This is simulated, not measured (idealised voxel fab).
process module | voxel gate over fins
cross-section cut | 195 nm wide | cells 5 nm
A cross-section is a grid of square cells, given in bands from the top down. A band is one or more rows of cells.
Each band's line starts with the height of the band's top and of its bottom, in nm. Then come its materials from left to right, each with its width in nm. One material with "throughout" fills the band from edge to edge. "air" is empty space.
Height 0 is the level under which the wafer as received is all one material. The lowest band goes on downwards, as in "0 down".
A width such as "30 to 40" changes by the same amount from each row of cells to the next, from the band's top row to its bottom row.
"no change" after a step means that no cell of the cross-section changed.
closed voids: empty space of 8 cells or more with no open way to the top, each as width x height at its distance from the left edge, in nm
after a step's settings: what the simulator itself notes on the step
overlay nm, on a step with a mask: how far to the right of its planned place the mask lay; to the left if negative
plan
1 op RECEIVE | material Si
2 op CONFORMAL_DEP | material SiN | thk nm 5
3 op PATTERN | tone cover | mask id FINS | material resist | width nm 15 | pitch nm 45 | thk nm 20 | overlay nm 0
4 op DIRECTIONAL_ETCH | etch materials SiN | depth nm 5
5 op DIRECTIONAL_ETCH | etch materials Si | depth nm 30
6 op STRIP | etch materials resist
7 op OXIDIZE | depth nm 5
8 op FILL_DEP | material SiO2 | thk nm 5
9 op CMP | height nm 5
10 op SELECTIVE_ETCH | etch materials SiO2 | depth nm 20
11 op STRIP | etch materials SiN
12 op CONFORMAL_DEP | material HfO2 | thk nm 5
13 op CONFORMAL_DEP | material TiN | thk nm 5
14 op FILL_DEP | material W | thk nm 10
15 op CMP | height nm 15
16 op CONFORMAL_DEP | material SiN | thk nm 10
as received, after step 1
  0 down: Si throughout
  closed voids: none
a wafer at the end: this start, this plan, one mistake
  25 to 15: SiN throughout
  15 to 10: W throughout
  10 to 5: W 15 | TiN 25 | W 20 | TiN 25 | W 20 | TiN 25 | W 20 | TiN 25 | W 20
  5 to 0: W 15 | TiN 5 | HfO2 15 | TiN 5 | W 20 | TiN 5 | HfO2 15 | TiN 5 | W 20 | TiN 5 | HfO2 15 | TiN 5 | W 20 | TiN 5 | HfO2 15 | TiN 5 | W 20
  0 to -5: W 15 | TiN 5 | HfO2 5 | Si 5 | HfO2 5 | TiN 5 | W 20 | TiN 5 | HfO2 5 | Si 5 | HfO2 5 | TiN 5 | W 20 | TiN 5 | HfO2 5 | Si 5 | HfO2 5 | TiN 5 | W 20 | TiN 5 | HfO2 5 | Si 5 | HfO2 5 | TiN 5 | W 20
  -5 to -10: W 15 | TiN 5 | HfO2 5 | Si 5 | HfO2 5 | TiN 5 | W 20 | TiN 5 | HfO2 5 | Si 5 | HfO2 5 | TiN 5 | W 20 | TiN 5 | HfO2 5 | Si 5 | HfO2 5 | TiN 5 | W 20 | TiN 5 | HfO2 5 | Si 5 | HfO2 5 | TiN 5 | W 5 | TiN 15
  -10 to -15: TiN 20 | HfO2 5 | Si 5 | HfO2 5 | TiN 30 | HfO2 5 | Si 5 | HfO2 5 | TiN 30 | HfO2 5 | Si 5 | HfO2 5 | TiN 30 | HfO2 5 | Si 5 | HfO2 5 | TiN 15 | HfO2 10
  -15 to -20: HfO2 25 | Si 5 | HfO2 40 | Si 5 | HfO2 40 | Si 5 | HfO2 40 | Si 5 | HfO2 25 | SiO2 5
  -20 to -35: SiO2 25 | Si 5 | SiO2 40 | Si 5 | SiO2 40 | Si 5 | SiO2 40 | Si 5 | SiO2 30
  -35 down: Si throughout
  closed voids: none
what went wrong: steps 10 and 11 were swapped
